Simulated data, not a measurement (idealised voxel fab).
process module | voxel air gaps
cross-section cut | 255 nm wide | cells 5 nm
A cross-section is a grid of square cells, given in bands from the top down. A band is one or more rows of cells.
Each band's line starts with the height of the band's top and of its bottom, in nm. Then come its materials from left to right, each with its width in nm. One material with "throughout" fills the band from edge to edge. "air" is empty space.
Height 0 is the level under which the wafer as received is all one material. The lowest band goes on downwards, as in "0 down".
A width such as "30 to 40" changes by the same amount from each row of cells to the next, from the band's top row to its bottom row.
"no change" after a step means that no cell of the cross-section changed.
closed voids: empty space of 8 cells or more with no open way to the top, each as width x height at its distance from the left edge, in nm
after a step's settings: what the simulator itself notes on the step
overlay nm, on a step with a mask: how far to the right of its planned place the mask lay; to the left if negative
plan
1 op RECEIVE | material Si
2 op CONFORMAL_DEP | material SiO2 | thk nm 15
3 op CONFORMAL_DEP | material SiN | thk nm 5
4 op DIRECTIONAL_DEP | material SiO2 | thk nm 35
5 op MASKED_ETCH | tone open | mask id LINES | width nm 15 | pitch nm 45 | etch materials SiO2 | depth nm 35 | overlay nm 0
6 op CONFORMAL_DEP | material TiN | thk nm 5
7 op FILL_DEP | material W | thk nm 10
8 op CMP | height nm 55
9 op EPI | material Ru | thk nm 10
10 op SELECTIVE_ETCH | etch materials SiO2 | depth nm 45
11 op CONFORMAL_DEP | material SiN | thk nm 5
as received, after step 1
  0 down: Si throughout
  closed voids: none
a wafer at the end: this start, this plan, one mistake
  70 to 65: air 35 | SiN 185 | air 35
  65 to 55: air 35 | SiN 5 | Ru 40 | SiN 5 | Ru 40 | SiN 5 | Ru 40 | SiN 5 | Ru 40 | SiN 5 | air 35
  55 to 50: air 35 | SiN 15 | TiN 5 | W 10 | TiN 5 | SiN 25 | TiN 5 | W 10 | TiN 5 | SiN 25 | TiN 5 | W 10 | TiN 5 | SiN 25 | TiN 5 | W 10 | TiN 5 | SiN 15 | air 35
  50 to 25: air 45 | SiN 5 | TiN 5 | W 10 | TiN 5 | SiN 5 | air 15 | SiN 5 | TiN 5 | W 10 | TiN 5 | SiN 5 | air 15 | SiN 5 | TiN 5 | W 10 | TiN 5 | SiN 5 | air 15 | SiN 5 | TiN 5 | W 10 | TiN 5 | SiN 5 | air 45
  25 to 20: SiN 50 | TiN 20 | SiN 25 | TiN 20 | SiN 25 | TiN 20 | SiN 25 | TiN 20 | SiN 50
  20 to 15: SiN throughout
  15 to 0: SiO2 throughout
  0 down: Si throughout
  closed voids: 15 x 25 at 75; 15 x 25 at 120; 15 x 25 at 165
what went wrong: step 5 ran as: op MASKED_ETCH | tone open | mask id LINES | width nm 20 | pitch nm 45 | etch materials SiO2 | depth nm 35 | overlay nm 0
